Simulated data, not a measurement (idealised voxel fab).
Process module name: voxel transistor to metal
For reference, the cross-section in this document is cut, with width 195 nm and square cells of 5 nm.
Each cross-section below is a grid of square cells, stated as bands in top-down order, with one or more rows of cells making up each band.
First you get the band's top height and its bottom height, in nm, and then the materials it's made of, left to right, with each width in nm. If you see a single material with "full width", that one covers the band edge to edge. "air" is empty space.
A quick word on heights: they are counted from 0, and under that level the wafer as it came to us is one material throughout. The lowest band is different from the rest in having no bottom; it simply continues downward, written as in "0 down".
The expression "30..40" gives the width at the extremes of the band, the first number at its top row of cells and the second at its bottom row, with the width changing by equal amounts from each row to the next in between.
The designation "nothing was modified", where it is given for a processing step, indicates that no cell of the cross-section was altered in the course of that step.
Listed in "Enclosed cavity list": every empty space of 8 or more cells without an open way to the top. Form: width x height at distance, the distance being from the left edge, all in nm.
Step line, after settings: the simulator's comment on this step.
On any step carrying a mask, the "overlay nm" setting, if present on the step's line, tells how far right of its planned place the mask lay; negative values point to the left.
Process steps (planned)
- 1: RECEIVE | material Si
- 2: CONFORMAL_DEP | material SiO2 | thk nm 5
- 3: CONFORMAL_DEP | material SiN | thk nm 15
- 4: DIRECTIONAL_DEP | material aC | thk nm 15
- 5: PATTERN | tone cover | mask id ACTIVE | material resist | width nm 95 | thk nm 30 | overlay nm 0
- 6: DIRECTIONAL_ETCH | etch materials aC | depth nm 15
- 7: STRIP | etch materials resist
- 8: DIRECTIONAL_ETCH | etch materials SiN | depth nm 15
- 9: DIRECTIONAL_ETCH | etch materials SiO2 | depth nm 5
- 10: DIRECTIONAL_ETCH | etch materials Si | depth nm 25
- 11: STRIP | etch materials aC
- 12: OXIDIZE | depth nm 5
- 13: FILL_DEP | material SiO2 | thk nm 10
- 14: CMP | height nm 20
- 15: SELECTIVE_ETCH | etch materials SiO2 | depth nm 15
- 16: STRIP | etch materials SiN
- 17: SELECTIVE_ETCH | etch materials SiO2 | depth nm 5
- 18: OXIDIZE | depth nm 5
- 19: DIRECTIONAL_DEP | material polySi | thk nm 30
- 20: DIRECTIONAL_DEP | material SiCN | thk nm 10
- 21: MASKED_ETCH | tone cover | mask id GATE | width nm 25 | etch materials SiCN | depth nm 20 | overlay nm 0
- 22: MASKED_ETCH | tone cover | mask id GATE | width nm 25 | etch materials polySi | depth nm 40 | overlay nm 0
- 23: CONFORMAL_DEP | material SiO2 | thk nm 5
- 24: DIRECTIONAL_ETCH | etch materials SiO2 | depth nm 5
- 25: CONFORMAL_DEP | material SiN | thk nm 10
- 26: DIRECTIONAL_ETCH | etch materials SiN | depth nm 10
- 27: DIRECTIONAL_ETCH | etch materials SiO2 | depth nm 5
- 28: DIRECTIONAL_ETCH | etch materials Si | depth nm 10
- 29: EPI | material SiGe | thk nm 10
- 30: FILL_DEP | material SiO2 | thk nm 5
- 31: CMP | height nm 40
- 32: DIRECTIONAL_DEP | material SiO2 | thk nm 15
- 33: DIRECTIONAL_DEP | material aC | thk nm 10
- 34: PATTERN | tone open | mask id CONTACT | material resist | width nm 15 | pitch nm 70 | thk nm 25 | overlay nm 0
- 35: DIRECTIONAL_ETCH | etch materials aC | depth nm 10
- 36: STRIP | etch materials resist
- 37: DIRECTIONAL_ETCH | etch materials SiO2 | depth nm 60
- 38: STRIP | etch materials aC
- 39: CONFORMAL_DEP | material TiN | thk nm 5
- 40: FILL_DEP | material Ru | thk nm 5
- 41: CMP | height nm 55
- 42: CONFORMAL_DEP | material SiN | thk nm 5
- 43: DIRECTIONAL_DEP | material lowk | thk nm 20
- 44: PATTERN | tone open | mask id METAL_1 | material resist | width nm 15 | pitch nm 70 | thk nm 20 | overlay nm 0
- 45: DIRECTIONAL_ETCH | etch materials lowk | depth nm 20
- 46: DIRECTIONAL_ETCH | etch materials SiN | depth nm 5
- 47: STRIP | etch materials resist
- 48: CONFORMAL_DEP | material TiN | thk nm 5
- 49: FILL_DEP | material W | thk nm 10
- 50: CMP | height nm 80
- 51: CONFORMAL_DEP | material SiCN | thk nm 5
- 52: DIRECTIONAL_DEP | material lowk | thk nm 35
- 53: PATTERN | tone open | mask id METAL_2 | material resist | width nm 15 | pitch nm 70 | thk nm 15 | overlay nm 0
- 54: DIRECTIONAL_ETCH | etch materials lowk | depth nm 20
- 55: STRIP | etch materials resist
- 56: PATTERN | tone open | mask id METAL_2_HOLES | material resist | width nm 15 | pitch nm 70 | thk nm 20 | overlay nm 0
- 57: DIRECTIONAL_ETCH | etch materials lowk | depth nm 15
- 58: DIRECTIONAL_ETCH | etch materials SiCN | depth nm 5
- 59: STRIP | etch materials resist
- 60: CONFORMAL_DEP | material TiN | thk nm 5
- 61: FILL_DEP | material Cu | thk nm 5
- 62: CMP | height nm 120
- 63: CONFORMAL_DEP | material SiCN | thk nm 5
Shown in cross-section is the wafer as received, that is, as it stands after step 1
  0 down | Si full width
  Enclosed cavity list: none
The first of two wafers, cross-sectioned at the end of the module, with the run proceeding as planned
  125 to 120 | SiCN full width
  120 to 85 | 55 of lowk  5 of TiN  5 of Cu  5 of TiN  55 of lowk  5 of TiN  5 of Cu  5 of TiN  55 of lowk
  85 to 80 | 55 of SiCN  15 of TiN  55 of SiCN  15 of TiN  55 of SiCN
  80 to 60 | 55 of lowk  5 of TiN  5 of W  5 of TiN  55 of lowk  5 of TiN  5 of W  5 of TiN  55 of lowk
  60 to 55 | 55 of SiN  15 of TiN  55 of SiN  15 of TiN  55 of SiN
  55 to 40 | 55 of SiO2  5 of TiN  5 of Ru  5 of TiN  55 of SiO2  5 of TiN  5 of Ru  5 of TiN  55 of SiO2
  40 to 30 | 55 of SiO2  5 of TiN  5 of Ru  5 of TiN  10 of SiN  5 of SiO2  25 of SiCN  5 of SiO2  10 of SiN  5 of TiN  5 of Ru  5 of TiN  55 of SiO2
  30 to 10 | 55 of SiO2  5 of TiN  5 of Ru  5 of TiN  10 of SiN  5 of SiO2  25 of polySi  5 of SiO2  10 of SiN  5 of TiN  5 of Ru  5 of TiN  55 of SiO2
  10 to 5 | 55 of SiO2  15 of TiN  10 of SiN  5 of SiO2  25 of polySi  5 of SiO2  10 of SiN  15 of TiN  55 of SiO2
  5 to 0 | 55 of SiO2  5 of TiN  10 of SiGe  10 of SiN  5 of SiO2  25 of polySi  5 of SiO2  10 of SiN  10 of SiGe  5 of TiN  55 of SiO2
  0 to -5 | 55 of SiO2  5 of TiN  10 of SiGe  55 of SiO2  10 of SiGe  5 of TiN  55 of SiO2
  -5 to -15 | 55 of SiO2  15 of SiGe  55 of Si  15 of SiGe  55 of SiO2
  -15 to -30 | 55 of SiO2  85 of Si  55 of SiO2
  -30 down | Si full width
  Enclosed cavity list: none
Module end: cross-section of wafer two of two. Same start and process plan as the first wafer. One mistake during execution
  125 to 120 | SiCN full width
  120 to 85 | lowk full width
  85 to 80 | SiCN full width
  80 to 60 | 55 of lowk  5 of TiN  5 of W  5 of TiN  55 of lowk  5 of TiN  5 of W  5 of TiN  55 of lowk
  60 to 55 | 55 of SiN  15 of TiN  55 of SiN  15 of TiN  55 of SiN
  55 to 40 | 55 of SiO2  5 of TiN  5 of Ru  5 of TiN  55 of SiO2  5 of TiN  5 of Ru  5 of TiN  55 of SiO2
  40 to 30 | 55 of SiO2  5 of TiN  5 of Ru  5 of TiN  10 of SiN  5 of SiO2  25 of SiCN  5 of SiO2  10 of SiN  5 of TiN  5 of Ru  5 of TiN  55 of SiO2
  30 to 10 | 55 of SiO2  5 of TiN  5 of Ru  5 of TiN  10 of SiN  5 of SiO2  25 of polySi  5 of SiO2  10 of SiN  5 of TiN  5 of Ru  5 of TiN  55 of SiO2
  10 to 5 | 55 of SiO2  15 of TiN  10 of SiN  5 of SiO2  25 of polySi  5 of SiO2  10 of SiN  15 of TiN  55 of SiO2
  5 to 0 | 55 of SiO2  5 of TiN  10 of SiGe  10 of SiN  5 of SiO2  25 of polySi  5 of SiO2  10 of SiN  10 of SiGe  5 of TiN  55 of SiO2
  0 to -5 | 55 of SiO2  5 of TiN  10 of SiGe  55 of SiO2  10 of SiGe  5 of TiN  55 of SiO2
  -5 to -15 | 55 of SiO2  15 of SiGe  55 of Si  15 of SiGe  55 of SiO2
  -15 to -30 | 55 of SiO2  85 of Si  55 of SiO2
  -30 down | Si full width
  Enclosed cavity list: none
Here's what went sideways: heads up, step 52 of the plan got done twice
FYI, end of process, the second wafer has more or fewer cells of some materials than the first: 14 fewer of Cu; 6 more of SiCN; 34 fewer of TiN; 42 more of lowk
